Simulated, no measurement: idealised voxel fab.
Presented below is a process module, voxel self aligned vias.
Section cut is 225 nm wide and gridded with 5 nm square cells.
Each cross-section below is a grid of square cells, stated as bands in top-down order, with one or more rows of cells making up each band. Top height, bottom height, nm. Materials left to right, width each, nm. Single material + "throughout" = fills band edge to edge. "air" = empty. The level at which height equals 0 is the one under which the wafer, as it arrives, is entirely one material. No lower edge exists for the bottom band, which continues downward and is notated as in "0 -> down". So if you see something like "30 to 40" for the width, read it as the top row of the band sitting at the first number and the bottom row at the second, with every row in between moving by the same amount as the last. No cell of the cross-section changed in a step that is given as "identical to before". You'll see "Sealed internal voids" listing empty spaces that have no way open to the top, as long as they're 8 cells or more; the notation is width x height at distance, where the distance is from the left edge, and all of it is in nm. On each step's line, the part that comes after the settings is the simulator's own comment on the step. A step's line can hold "overlay nm"; with a mask on that step, the setting says how far right of the planned place the mask lay, while a negative setting says it lay to the left.

### Listed below are the process steps as planned
1 RECEIVE | material Si
2 CONFORMAL_DEP | material SiO2 | thk nm 15
3 CONFORMAL_DEP | material SiCN | thk nm 5
4 DIRECTIONAL_DEP | material lowk | thk nm 30
5 PATTERN | tone open | mask id LINES | material resist | width nm 25 | pitch nm 65 | thk nm 20 | overlay nm 0
6 DIRECTIONAL_ETCH | etch materials lowk | depth nm 30
7 STRIP | etch materials resist
8 CONFORMAL_DEP | material TiN | thk nm 5
9 FILL_DEP | material Ru | thk nm 10
10 CMP | height nm 50
11 SELECTIVE_ETCH | etch materials W Ru TiN | depth nm 10
12 FILL_DEP | material SiN | thk nm 10
13 CMP | height nm 50
14 DIRECTIONAL_DEP | material lowk | thk nm 15
15 MASKED_ETCH | tone open | mask id VIAS | width nm 35 | pitch nm 65 | etch materials lowk | depth nm 15 | overlay nm 0
16 MASKED_ETCH | tone open | mask id VIAS | width nm 35 | pitch nm 65 | etch materials SiN | depth nm 10 | overlay nm 0
17 CONFORMAL_DEP | material TiN | thk nm 5
18 FILL_DEP | material Ru | thk nm 10
19 CMP | height nm 65
20 CONFORMAL_DEP | material SiCN | thk nm 5

### Cross-section of the incoming wafer, state after step 1
	0 -> down: Si throughout
	Sealed internal voids: none

### first wafer at the end, as planned
	70 -> 65: SiCN throughout
	65 -> 55: lowk 60, TiN 5, Ru 25, TiN 5, lowk 30, TiN 5, Ru 25, TiN 5, lowk 65
	55 -> 45: lowk 60 to 65, TiN 10 to 5, Ru 15, TiN 10 to 5, lowk 30 to 40, TiN 10 to 5, Ru 15, TiN 10 to 5, lowk 65 to 70
	45 -> 40: lowk 65, TiN 25, lowk 40, TiN 25, lowk 70
	40 -> 25: lowk 65, TiN 5, Ru 15, TiN 5, lowk 40, TiN 5, Ru 15, TiN 5, lowk 70
	25 -> 20: lowk 65, TiN 25, lowk 40, TiN 25, lowk 70
	20 -> 15: SiCN throughout
	15 -> 0: SiO2 throughout
	0 -> down: Si throughout
	Sealed internal voids: none

### Cross-section at end of module for the second wafer of two, which matched the first in starting point and plan and differed by one mistake in its processing
	75 -> 70: SiCN throughout
	70 -> 65: TiN 65, Ru 25, TiN 40, Ru 25, TiN 70
	65 -> 55: lowk 60, TiN 5, Ru 25, TiN 5, lowk 30, TiN 5, Ru 25, TiN 5, lowk 65
	55 -> 45: lowk 60 to 65, TiN 10 to 5, Ru 15, TiN 10 to 5, lowk 30 to 40, TiN 10 to 5, Ru 15, TiN 10 to 5, lowk 65 to 70
	45 -> 40: lowk 65, TiN 25, lowk 40, TiN 25, lowk 70
	40 -> 25: lowk 65, TiN 5, Ru 15, TiN 5, lowk 40, TiN 5, Ru 15, TiN 5, lowk 70
	25 -> 20: lowk 65, TiN 25, lowk 40, TiN 25, lowk 70
	20 -> 15: SiCN throughout
	15 -> 0: SiO2 throughout
	0 -> down: Si throughout
	Sealed internal voids: none
Diagnosis: step 19 went in with a setting other than planned; the actual run was CMP | height nm 70
Counted in cells at the end, the second wafer holds more or fewer of these materials than the first: Ru +10 | TiN +35
